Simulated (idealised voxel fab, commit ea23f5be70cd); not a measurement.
Documented hereafter: the process module known as voxel local oxidation.
FYI the section here is cut, 265 nm wide, cells are 5 nm squares.
Cross-sections here: square-cell grids, written as top-down lists of bands, a band being one or more rows of cells. A band entry consists of two parts. The first gives the height of the band's top and the height of its bottom, in nm. The rest lists the band's materials from left to right, each with its width in nm. A single material labelled with the word "full width" fills the band from edge to edge, and the word "blank" marks empty space. Heights are expressed relative to 0, this being the level below which the as-received wafer comprises one material exclusively. The lowest band is unbounded in the downward direction and is denoted as in "0..down". The two numbers in a width such as "30 to 40" mark its ends across the band: the first belongs to the top row of cells, the second to the bottom row, and from each row to the next the width moves by the same amount. No cell of the cross-section changed in a step that is given as "no modifications". "Unvented voids": empty spaces of 8 cells or more with no open way to the top, each given as width x height at distance, distance from the left edge, all in nm. Heads up: the bit after the settings on a step's line is the simulator's remark on that step. If you see "overlay nm" on a step's line and that step has a mask, it's telling you how far right of where it was planned the mask ended up; a negative number means it went left instead.

Planned process steps:
1) RECEIVE | material Si
2) OXIDIZE | depth nm 5
3) CONFORMAL_DEP | material SiN | thk nm 15
4) MASKED_ETCH | tone cover | mask id ACTIVE | width nm 100 | etch materials SiN | depth nm 15 | overlay nm 0
5) SELECTIVE_ETCH | etch materials SiO2 | depth nm 5
6) OXIDIZE | depth nm 10
7) STRIP | etch materials SiN

Cross-section of the wafer as it came to us, i.e., already through step 1:
- 0..down: Si full width
- Unvented voids: none

Post-module cross-section of the first of two wafers (run per plan):
- 0..-5: blank 85, then SiO2 90, then blank 90
- -5..-15: SiO2 95, then Si 70, then SiO2 100
- -15..down: Si full width
- Unvented voids: none

Here is the second of the two wafers cut open at the end of the module - same start, same plan as the first one, but we made one mistake running it:
- 0..-5: blank 85, then SiO2 90, then blank 90
- -5..-20: SiO2 100, then Si 60, then SiO2 105
- -20..down: Si full width
- Unvented voids: none
What broke from the plan during processing? step 6 was run on a setting that differed from the plan, and what really ran there is OXIDIZE | depth nm 15
Materials where the second wafer ends with more or fewer cells than the first: Si -45, SiO2 +45
